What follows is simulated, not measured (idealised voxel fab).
process module | voxel self aligned vias
This is section cut - it's 270 nm across, gridded in 5 nm square cells.
How to read a cross-section here: the picture is a grid of square cells, written as bands going from the top down, and any band can span one or more rows of cells. It is stipulated that each band's entry specify, in nanometres, the height of the top of the band and then that of its bottom, followed by the materials of the band in left-to-right sequence, each together with its width in nanometres. A single material marked by the word "all across" is understood to fill the band from edge to edge; the word "blank" is understood to denote empty space. Counting heights begins at 0, where everything beneath is, in the wafer as received, one material. The lowest band has no bottom; it goes on downwards, as "top 0, no bottom" shows. A two-number width, for instance "30 to 40", indicates that the width is equal to the first number in the top row of the band and to the second number in the bottom row, and that it changes by a constant amount per row of cells. The designation "no change occurred", where it is given for a processing step, indicates that no cell of the cross-section was altered in the course of that step. Enclosed voids (no open way to top), threshold 8 cells or more, entry "Enclosed void inventory", notation width x height at distance, distance from left edge, nm. Post-settings text on a step line: simulator's own remark regarding the step. The optional step-line setting "overlay nm" applies to steps with a mask and quantifies how far to the right of its planned location the mask lay, a negative value indicating leftward placement.
### Listed below are the process steps as planned
step 1: RECEIVE [material Si]
step 2: CONFORMAL_DEP [material SiO2] [thk nm 10]
step 3: CONFORMAL_DEP [material SiCN] [thk nm 5]
step 4: DIRECTIONAL_DEP [material SiO2] [thk nm 30]
step 5: PATTERN [tone open] [mask id LINES] [material resist] [width nm 20] [pitch nm 55] [thk nm 15] [overlay nm 0]
step 6: DIRECTIONAL_ETCH [etch materials SiO2] [depth nm 30]
step 7: STRIP [etch materials resist]
step 8: CONFORMAL_DEP [material TiN] [thk nm 5]
step 9: FILL_DEP [material W] [thk nm 10]
step 10: CMP [height nm 45]
step 11: SELECTIVE_ETCH [etch materials W Ru TiN] [depth nm 5]
step 12: FILL_DEP [material SiN] [thk nm 5]
step 13: CMP [height nm 45]
step 14: DIRECTIONAL_DEP [material SiO2] [thk nm 15]
step 15: DIRECTIONAL_DEP [material aC] [thk nm 10]
step 16: PATTERN [tone open] [mask id VIAS] [material resist] [width nm 40] [pitch nm 110] [thk nm 25] [overlay nm 0]
step 17: DIRECTIONAL_ETCH [etch materials aC] [depth nm 10]
step 18: STRIP [etch materials resist]
step 19: DIRECTIONAL_ETCH [etch materials SiO2] [depth nm 15]
step 20: DIRECTIONAL_ETCH [etch materials SiN] [depth nm 5]
step 21: STRIP [etch materials aC]
step 22: CONFORMAL_DEP [material TiN] [thk nm 5]
step 23: FILL_DEP [material Cu] [thk nm 5]
step 24: CMP [height nm 60]
step 25: CONFORMAL_DEP [material SiN] [thk nm 5]
### Incoming wafer in cross-section (state: after step 1)
  top 0, no bottom | Si all across
  Enclosed void inventory: none
### Wafer cross-section at end of module: start and plan as shown above, one execution error
  top 65, bottom 60 | SiN all across
  top 60, bottom 45 | SiO2=60 | TiN=5 | Cu=30 | TiN=5 | SiO2=70 | TiN=5 | Cu=30 | TiN=5 | SiO2=60
  top 45, bottom 40 | SiN=60 | TiN=40 | SiN=70 | TiN=40 | SiN=60
  top 40, bottom 15 | SiO2=70 | TiN=5 | W=10 | TiN=5 | SiO2=35 | TiN=5 | W=10 | TiN=5 | SiO2=35 | TiN=5 | W=10 | TiN=5 | SiO2=70
  top 15, bottom 10 | SiO2=70 | TiN=20 | SiO2=35 | TiN=20 | SiO2=35 | TiN=20 | SiO2=70
  top 10, bottom 0 | SiO2 all across
  top 0, no bottom | Si all across
  Enclosed void inventory: none
What broke from the plan during processing? plan step 3 never ran because it was skipped
